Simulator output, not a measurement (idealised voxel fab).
process module | voxel trench capacitor
cross-section cut | 260 nm wide | cells 5 nm
A cross-section is a grid of square cells, given in bands from the top down. A band is one or more rows of cells.
Each band's line starts with the height of the band's top and of its bottom, in nm. Then come its materials from left to right, each with its width in nm. One material with "throughout" fills the band from edge to edge. "air" is empty space.
Height 0 is the level under which the wafer as received is all one material. The lowest band goes on downwards, as in "0 down".
A width such as "30 to 40" changes by the same amount from each row of cells to the next, from the band's top row to its bottom row.
"no change" after a step means that no cell of the cross-section changed.
closed voids: empty space of 8 cells or more with no open way to the top, each as width x height at its distance from the left edge, in nm
after a step's settings: what the simulator itself notes on the step
overlay nm, on a step with a mask: how far to the right of its planned place the mask lay; to the left if negative
plan
1 op RECEIVE | material Si
2 op CONFORMAL_DEP | material SiN | thk nm 10
3 op DIRECTIONAL_DEP | material aC | thk nm 15
4 op PATTERN | tone open | mask id TRENCH | material resist | width nm 30 | pitch nm 55 | thk nm 30 | overlay nm 0
5 op DIRECTIONAL_ETCH | etch materials aC | depth nm 15
6 op STRIP | etch materials resist
7 op DIRECTIONAL_ETCH | etch materials SiN | depth nm 10
8 op DIRECTIONAL_ETCH | etch materials Si | depth nm 30
9 op STRIP | etch materials aC
10 op CONFORMAL_DEP | material HfO2 | thk nm 5
11 op CONFORMAL_DEP | material TiN | thk nm 5
12 op FILL_DEP | material W | thk nm 10
13 op CMP | height nm 10
as received, after step 1
  0 down: Si throughout
  closed voids: none
first wafer at the end, as planned
  10 to 0: SiN 30 | HfO2 5 | TiN 5 | W 10 | TiN 5 | HfO2 5 | SiN 25 | HfO2 5 | TiN 5 | W 10 | TiN 5 | HfO2 5 | SiN 25 | HfO2 5 | TiN 5 | W 10 | TiN 5 | HfO2 5 | SiN 25 | HfO2 5 | TiN 5 | W 10 | TiN 5 | HfO2 5 | SiN 35
  0 to -20: Si 30 | HfO2 5 | TiN 5 | W 10 | TiN 5 | HfO2 5 | Si 25 | HfO2 5 | TiN 5 | W 10 | TiN 5 | HfO2 5 | Si 25 | HfO2 5 | TiN 5 | W 10 | TiN 5 | HfO2 5 | Si 25 | HfO2 5 | TiN 5 | W 10 | TiN 5 | HfO2 5 | Si 35
  -20 to -25: Si 30 | HfO2 5 | TiN 20 | HfO2 5 | Si 25 | HfO2 5 | TiN 20 | HfO2 5 | Si 25 | HfO2 5 | TiN 20 | HfO2 5 | Si 25 | HfO2 5 | TiN 20 | HfO2 5 | Si 35
  -25 to -30: Si 30 | HfO2 30 | Si 25 | HfO2 30 | Si 25 | HfO2 30 | Si 25 | HfO2 30 | Si 35
  -30 down: Si throughout
  closed voids: none
second wafer at the end: like start, like plan, one mistake
  10 to 0: SiN 30 | HfO2 5 | TiN 5 | W 10 | TiN 5 | HfO2 5 | SiN 25 | HfO2 5 | TiN 5 | W 10 | TiN 5 | HfO2 5 | SiN 25 | HfO2 5 | TiN 5 | W 10 | TiN 5 | HfO2 5 | SiN 25 | HfO2 5 | TiN 5 | W 10 | TiN 5 | HfO2 5 | SiN 35
  0 to -30: Si 30 | HfO2 5 | TiN 5 | W 10 | TiN 5 | HfO2 5 | Si 25 | HfO2 5 | TiN 5 | W 10 | TiN 5 | HfO2 5 | Si 25 | HfO2 5 | TiN 5 | W 10 | TiN 5 | HfO2 5 | Si 25 | HfO2 5 | TiN 5 | W 10 | TiN 5 | HfO2 5 | Si 35
  -30 to -35: Si 30 | HfO2 5 | TiN 20 | HfO2 5 | Si 25 | HfO2 5 | TiN 20 | HfO2 5 | Si 25 | HfO2 5 | TiN 20 | HfO2 5 | Si 25 | HfO2 5 | TiN 20 | HfO2 5 | Si 35
  -35 to -40: Si 30 | HfO2 30 | Si 25 | HfO2 30 | Si 25 | HfO2 30 | Si 25 | HfO2 30 | Si 35
  -40 down: Si throughout
  closed voids: none
what went wrong: step 8 ran as: op DIRECTIONAL_ETCH | etch materials Si | depth nm 40
at the end the second wafer has, in cells: 16 more of HfO2 | 48 fewer of Si | 16 more of TiN | 16 more of W
